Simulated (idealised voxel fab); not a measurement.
Module name: voxel local oxidation (process module)
The figure presents cross-section cut, which has a width of 270 nm and is divided into square cells with an edge length of 5 nm.
Cross-section, as written here: a square-cell grid given band by band from the top down, where a band holds one or more rows of cells. Look at the band entry: it leads with the top's height and the bottom's height in nm. Then it lists the materials left to right, with a width in nm for each. The word "all across" on a single material says that material fills the band edge to edge. The word "empty" is empty space. Below 0: as-received wafer, all one material; heights counted from there. Lowest band: no bottom, goes on down, written "0 -> down". A width given as "30..40" starts at the first number in the band's top row and ends at the second number in its bottom row, shifting by an equal amount at every step from row to row. Take "remains unaltered" at face value: in the step it is given for, the cross-section changed in none of its cells. Each empty space that has no open way to the top and spans at least 8 cells appears under "Enclosed void catalog" as width x height at distance, the distance counted from the left edge, all in nm. Post-settings text on a step line: simulator's own remark regarding the step. The line of a step may include "overlay nm". On a step with a mask, this value is how far to the right of its planned place the mask lay. A negative value means the mask lay to the left.

### Process steps foreseen in the plan
1) RECEIVE [material Si]
2) CONFORMAL_DEP [material SiO2] [thk nm 5]
3) CONFORMAL_DEP [material SiN] [thk nm 10]
4) PATTERN [tone cover] [mask id ACTIVE] [material resist] [width nm 110] [thk nm 20] [overlay nm 0]
5) DIRECTIONAL_ETCH [etch materials SiN] [depth nm 10]
6) STRIP [etch materials resist]
7) SELECTIVE_ETCH [etch materials SiO2] [depth nm 5]
8) OXIDIZE [depth nm 10]
9) STRIP [etch materials SiN]

### Here's what the wafer looked like in cross-section when it arrived - that's after step 1
> 0 -> down: Si all across
> Enclosed void catalog: none

### Cross-section at module end, one run error; start and plan unchanged from above
> 5 -> 0: SiO2=75; empty=120; SiO2=75
> 0 -> -10: Si=65; SiO2=140; Si=65
> -10 -> down: Si all across
> Enclosed void catalog: none
Nonconformance to the process plan: for step 4, the planned setting was not used; the step was instead run as PATTERN [tone open] [mask id ACTIVE] [material resist] [width nm 110] [thk nm 20] [overlay nm 0]
